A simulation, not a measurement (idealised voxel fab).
The name of this process module is voxel capacitor over wiring.
Displayed cross-section: cut, width of 250 nm, square cells sized 5 nm.
Think of the cross-section as a grid of square cells. We describe it in bands, top to bottom, and each band covers one or more rows of those cells.
The band entry comprises the height of the band's top followed by the height of its bottom, expressed in nm, and subsequently the band's materials from left to right, each stated together with its width in nm. Where a single material is marked with the word "throughout", that material fills the band from edge to edge. The word "blank" represents empty space.
Where do heights start? At 0: under that level the wafer as delivered is made of one material only. And the lowest band has no floor; it just carries on downward, as in "0..down".
When a width is written as two numbers, as in "30->40", the first number is the width in the top row of cells of the band and the second is the width in its bottom row, and the width changes by the same amount from each row to the next.
When a step is marked "all unchanged", none of the cells in the cross-section changed during that step.
In "Closed cavity list" the enclosed voids are listed, meaning empty spaces of 8 cells or larger without any opening to the top. The form is width x height at distance, distance from the left edge, units nm.
Text after the settings on a step's line: the simulator's own remark on that step.
You can add "overlay nm" to a step's line. For a step with a mask, it describes how far the mask lay to the right of its planned position, and a negative number describes a lay to the left.
## These are the steps we planned for the process
1 RECEIVE with material Si
2 CONFORMAL_DEP with material SiO2, thk nm 15
3 DIRECTIONAL_DEP with material TiN, thk nm 5
4 DIRECTIONAL_DEP with material W, thk nm 20
5 PATTERN with tone cover, mask id METAL_1, material resist, width nm 30, pitch nm 100, thk nm 15, overlay nm 0
6 DIRECTIONAL_ETCH with etch materials W, depth nm 20
7 DIRECTIONAL_ETCH with etch materials TiN, depth nm 5
8 STRIP with etch materials resist
9 FILL_DEP with material SiO2, thk nm 5
10 CMP with height nm 40
11 CONFORMAL_DEP with material SiCN, thk nm 5
12 DIRECTIONAL_DEP with material SiO2, thk nm 20
13 PATTERN with tone open, mask id PLUG_1, material resist, width nm 15, thk nm 15, overlay nm 0
14 DIRECTIONAL_ETCH with etch materials SiO2, depth nm 20
15 DIRECTIONAL_ETCH with etch materials SiCN, depth nm 5
16 STRIP with etch materials resist
17 EPI with material Ru, thk nm 10
18 EPI with material Ru, thk nm 10
19 EPI with material Ru, thk nm 5
20 DIRECTIONAL_DEP with material TiN, thk nm 10
21 DIRECTIONAL_DEP with material HfO2, thk nm 5
22 DIRECTIONAL_DEP with material TiN, thk nm 10
23 DIRECTIONAL_DEP with material aC, thk nm 15
24 PATTERN with tone cover, mask id UPPER_PLATE, material resist, width nm 75, thk nm 35, overlay nm 0
25 DIRECTIONAL_ETCH with etch materials aC, depth nm 15
26 STRIP with etch materials resist
27 DIRECTIONAL_ETCH with etch materials TiN, depth nm 10
28 DIRECTIONAL_ETCH with etch materials HfO2, depth nm 5
29 STRIP with etch materials aC
30 DIRECTIONAL_DEP with material aC, thk nm 15
31 PATTERN with tone cover, mask id LOWER_PLATE, material resist, width nm 85, thk nm 35, overlay nm 0
32 DIRECTIONAL_ETCH with etch materials aC, depth nm 15
33 STRIP with etch materials resist
34 DIRECTIONAL_ETCH with etch materials TiN, depth nm 10
35 STRIP with etch materials aC
36 FILL_DEP with material SiO2, thk nm 15
37 CMP with height nm 100
38 DIRECTIONAL_DEP with material aC, thk nm 15
39 PATTERN with tone open, mask id PLUG_2, material resist, width nm 15, thk nm 30, overlay nm 0
40 DIRECTIONAL_ETCH with etch materials aC, depth nm 15
41 STRIP with etch materials resist
42 DIRECTIONAL_ETCH with etch materials SiO2, depth nm 10
43 STRIP with etch materials aC
44 CONFORMAL_DEP with material TiN, thk nm 5
45 FILL_DEP with material W, thk nm 5
46 CMP with height nm 100
47 CONFORMAL_DEP with material SiCN, thk nm 5
## Wafer, first of two, run as planned
## Incoming wafer in cross-section (state: after step 1)
> 0..down = Si throughout
> Closed cavity list: none
## The following cross-section depicts the wafer upon completion of step 2
> 15..0 = SiO2 throughout
> Below 0 it's all the same as before, nothing changed down there.
## The following cross-section depicts the wafer upon completion of step 3
> 20..15 = TiN throughout
> Below 15 it's all the same as before, nothing changed down there.
## The following cross-section depicts the wafer upon completion of step 4
> 40..20 = W throughout
> Below 20 it's all the same as before, nothing changed down there.
## The following cross-section depicts the wafer upon completion of step 5
> 55..40 = blank: 60  resist: 30  blank: 70  resist: 30  blank: 60
> Below 40 it's all the same as before, nothing changed down there.
## The following cross-section depicts the wafer upon completion of step 6
> 55..40 = blank: 60  resist: 30  blank: 70  resist: 30  blank: 60
> 40..20 = blank: 60  W: 30  blank: 70  W: 30  blank: 60
> Below 20 it's all the same as before, nothing changed down there.
## The following cross-section depicts the wafer upon completion of step 7
> 55..40 = blank: 60  resist: 30  blank: 70  resist: 30  blank: 60
> 40..20 = blank: 60  W: 30  blank: 70  W: 30  blank: 60
> 20..15 = blank: 60  TiN: 30  blank: 70  TiN: 30  blank: 60
> Below 15 it's all the same as before, nothing changed down there.
## The following cross-section depicts the wafer upon completion of step 8
> 40..20 = blank: 60  W: 30  blank: 70  W: 30  blank: 60
> Below 20 it's all the same as before, nothing changed down there.
## The following cross-section depicts the wafer upon completion of step 9
> 45..40 = SiO2 throughout
> 40..20 = SiO2: 60  W: 30  SiO2: 70  W: 30  SiO2: 60
> 20..15 = SiO2: 60  TiN: 30  SiO2: 70  TiN: 30  SiO2: 60
> Below 15 it's all the same as before, nothing changed down there.
## The following cross-section depicts the wafer upon completion of step 10
> 40..20 = SiO2: 60  W: 30  SiO2: 70  W: 30  SiO2: 60
> Below 20 it's all the same as before, nothing changed down there.
## The following cross-section depicts the wafer upon completion of step 11
> 45..40 = SiCN throughout
> Below 40 it's all the same as before, nothing changed down there.
## The following cross-section depicts the wafer upon completion of step 12
> 65..45 = SiO2 throughout
> Below 45 it's all the same as before, nothing changed down there.
## The following cross-section depicts the wafer upon completion of step 13
> 80..65 = resist: 75  blank: 15  resist: 160
> Below 65 it's all the same as before, nothing changed down there.
## The following cross-section depicts the wafer upon completion of step 14
> 80..65 = resist: 75  blank: 15  resist: 160
> 65..45 = SiO2: 75  blank: 15  SiO2: 160
> Below 45 it's all the same as before, nothing changed down there.
## The following cross-section depicts the wafer upon completion of step 15
> 80..65 = resist: 75  blank: 15  resist: 160
> 65..45 = SiO2: 75  blank: 15  SiO2: 160
> 45..40 = SiCN: 75  blank: 15  SiCN: 160
> Below 40 it's all the same as before, nothing changed down there.
## The following cross-section depicts the wafer upon completion of step 16
> 65..45 = SiO2: 75  blank: 15  SiO2: 160
> Below 45 it's all the same as before, nothing changed down there.
## The following cross-section depicts the wafer upon completion of step 17
> 65..50 = SiO2: 75  blank: 15  SiO2: 160
> 50..45 = SiO2: 75  Ru: 15  SiO2: 160
> 45..40 = SiCN: 75  Ru: 15  SiCN: 160
> Below 40 it's all the same as before, nothing changed down there.
## The following cross-section depicts the wafer upon completion of step 18
> 65..60 = SiO2: 75  blank: 15  SiO2: 160
> 60..45 = SiO2: 75  Ru: 15  SiO2: 160
> Below 45 it's all the same as before, nothing changed down there.
## The following cross-section depicts the wafer upon completion of step 19
> 65..45 = SiO2: 75  Ru: 15  SiO2: 160
> Below 45 it's all the same as before, nothing changed down there.
## The following cross-section depicts the wafer upon completion of step 20
> 75..65 = TiN throughout
> Below 65 it's all the same as before, nothing changed down there.
## The following cross-section depicts the wafer upon completion of step 21
> 80..75 = HfO2 throughout
> Below 75 it's all the same as before, nothing changed down there.
## The following cross-section depicts the wafer upon completion of step 22
> 90..80 = TiN throughout
> Below 80 it's all the same as before, nothing changed down there.
## The following cross-section depicts the wafer upon completion of step 23
> 105..90 = aC throughout
> Below 90 it's all the same as before, nothing changed down there.
## The following cross-section depicts the wafer upon completion of step 24
> 140..105 = blank: 75  resist: 75  blank: 100
> Below 105 it's all the same as before, nothing changed down there.
## The following cross-section depicts the wafer upon completion of step 25
> 125..105 = blank: 75  resist: 75  blank: 100
> 105..90 = blank: 75  aC: 75  blank: 100
> Below 90 it's all the same as before, nothing changed down there.
## The following cross-section depicts the wafer upon completion of step 26
> 105..90 = blank: 75  aC: 75  blank: 100
> Below 90 it's all the same as before, nothing changed down there.
## The following cross-section depicts the wafer upon completion of step 27
> 105..90 = blank: 75  aC: 75  blank: 100
> 90..80 = blank: 75  TiN: 75  blank: 100
> Below 80 it's all the same as before, nothing changed down there.
## The following cross-section depicts the wafer upon completion of step 28
> 105..90 = blank: 75  aC: 75  blank: 100
> 90..80 = blank: 75  TiN: 75  blank: 100
> 80..75 = blank: 75  HfO2: 75  blank: 100
> Below 75 it's all the same as before, nothing changed down there.
## The following cross-section depicts the wafer upon completion of step 29
> 90..80 = blank: 75  TiN: 75  blank: 100
> Below 80 it's all the same as before, nothing changed down there.
## The following cross-section depicts the wafer upon completion of step 30
> 105..90 = blank: 75  aC: 75  blank: 100
> 90..80 = aC: 75  TiN: 75  aC: 100
> 80..75 = aC: 75  HfO2: 75  aC: 100
> Below 75 it's all the same as before, nothing changed down there.
## The following cross-section depicts the wafer upon completion of step 31
> 140..105 = blank: 70  resist: 85  blank: 95
> 105..90 = blank: 70  resist: 5  aC: 75  resist: 5  blank: 95
> Below 90 it's all the same as before, nothing changed down there.
## The following cross-section depicts the wafer upon completion of step 32
> 125..105 = blank: 70  resist: 85  blank: 95
> 105..90 = blank: 70  resist: 5  aC: 75  resist: 5  blank: 95
> 90..80 = blank: 70  aC: 5  TiN: 75  aC: 5  blank: 95
> 80..75 = blank: 70  aC: 5  HfO2: 75  aC: 5  blank: 95
> Below 75 it's all the same as before, nothing changed down there.
## The following cross-section depicts the wafer upon completion of step 33
> 105..90 = blank: 75  aC: 75  blank: 100
> Below 90 it's all the same as before, nothing changed down there.
## The following cross-section depicts the wafer upon completion of step 34
> 105..90 = blank: 75  aC: 75  blank: 100
> 90..80 = blank: 70  aC: 5  TiN: 75  aC: 5  blank: 95
> 80..75 = blank: 70  aC: 5  HfO2: 75  aC: 5  blank: 95
> 75..65 = blank: 70  TiN: 85  blank: 95
> Below 65 it's all the same as before, nothing changed down there.
## The following cross-section depicts the wafer upon completion of step 35
> 90..80 = blank: 75  TiN: 75  blank: 100
> 80..75 = blank: 75  HfO2: 75  blank: 100
> Below 75 it's all the same as before, nothing changed down there.
## The following cross-section depicts the wafer upon completion of step 36
> 105..90 = SiO2 throughout
> 90..80 = SiO2: 75  TiN: 75  SiO2: 100
> 80..75 = SiO2: 75  HfO2: 75  SiO2: 100
> 75..65 = SiO2: 70  TiN: 85  SiO2: 95
> Below 65 it's all the same as before, nothing changed down there.
## The following cross-section depicts the wafer upon completion of step 37
> 100..90 = SiO2 throughout
> Below 90 it's all the same as before, nothing changed down there.
## The following cross-section depicts the wafer upon completion of step 38
> 115..100 = aC throughout
> Below 100 it's all the same as before, nothing changed down there.
## The following cross-section depicts the wafer upon completion of step 39
> 145..115 = resist: 85  blank: 15  resist: 150
> Below 115 it's all the same as before, nothing changed down there.
## The following cross-section depicts the wafer upon completion of step 40
> 130..115 = resist: 85  blank: 15  resist: 150
> 115..100 = aC: 85  blank: 15  aC: 150
> Below 100 it's all the same as before, nothing changed down there.
## The following cross-section depicts the wafer upon completion of step 41
> 115..100 = aC: 85  blank: 15  aC: 150
> Below 100 it's all the same as before, nothing changed down there.
## The following cross-section depicts the wafer upon completion of step 42
> 115..100 = aC: 85  blank: 15  aC: 150
> 100..90 = SiO2: 85  blank: 15  SiO2: 150
> Below 90 it's all the same as before, nothing changed down there.
## The following cross-section depicts the wafer upon completion of step 43
> 100..90 = SiO2: 85  blank: 15  SiO2: 150
> Below 90 it's all the same as before, nothing changed down there.
## The following cross-section depicts the wafer upon completion of step 44
> 105..100 = TiN: 90  blank: 5  TiN: 155
> 100..95 = SiO2: 85  TiN: 5  blank: 5  TiN: 5  SiO2: 150
> 95..90 = SiO2: 85  TiN: 15  SiO2: 150
> Below 90 it's all the same as before, nothing changed down there.
## The following cross-section depicts the wafer upon completion of step 45
> 110..105 = W throughout
> 105..100 = TiN: 90  W: 5  TiN: 155
> 100..95 = SiO2: 85  TiN: 5  W: 5  TiN: 5  SiO2: 150
> Below 95 it's all the same as before, nothing changed down there.
## The following cross-section depicts the wafer upon completion of step 46
> 100..95 = SiO2: 85  TiN: 5  W: 5  TiN: 5  SiO2: 150
> Below 95 it's all the same as before, nothing changed down there.
## The following cross-section depicts the wafer upon completion of step 47
> 105..100 = SiCN throughout
> Below 100 it's all the same as before, nothing changed down there.
## Second wafer. Start and plan as for the first. One mistake made in running. Agrees with the first up to and including step 45
## Second wafer shown in cross-section at the time step 46 was slated to end
> 95..90 = SiO2: 85  TiN: 15  SiO2: 150
> Below 90 it's all the same as before, nothing changed down there.
## Second wafer shown in cross-section at the time step 47 was slated to end
> 100..95 = SiCN throughout
> Below 95 it's all the same as before, nothing changed down there.
Here's what went sideways: step 46 was run on a setting that differed from the plan, and what really ran there is CMP with height nm 95
Count the cells at the end and the second wafer has more or fewer of some materials than the first: SiO2: 47 fewer; TiN: 2 fewer; W: 1 fewer
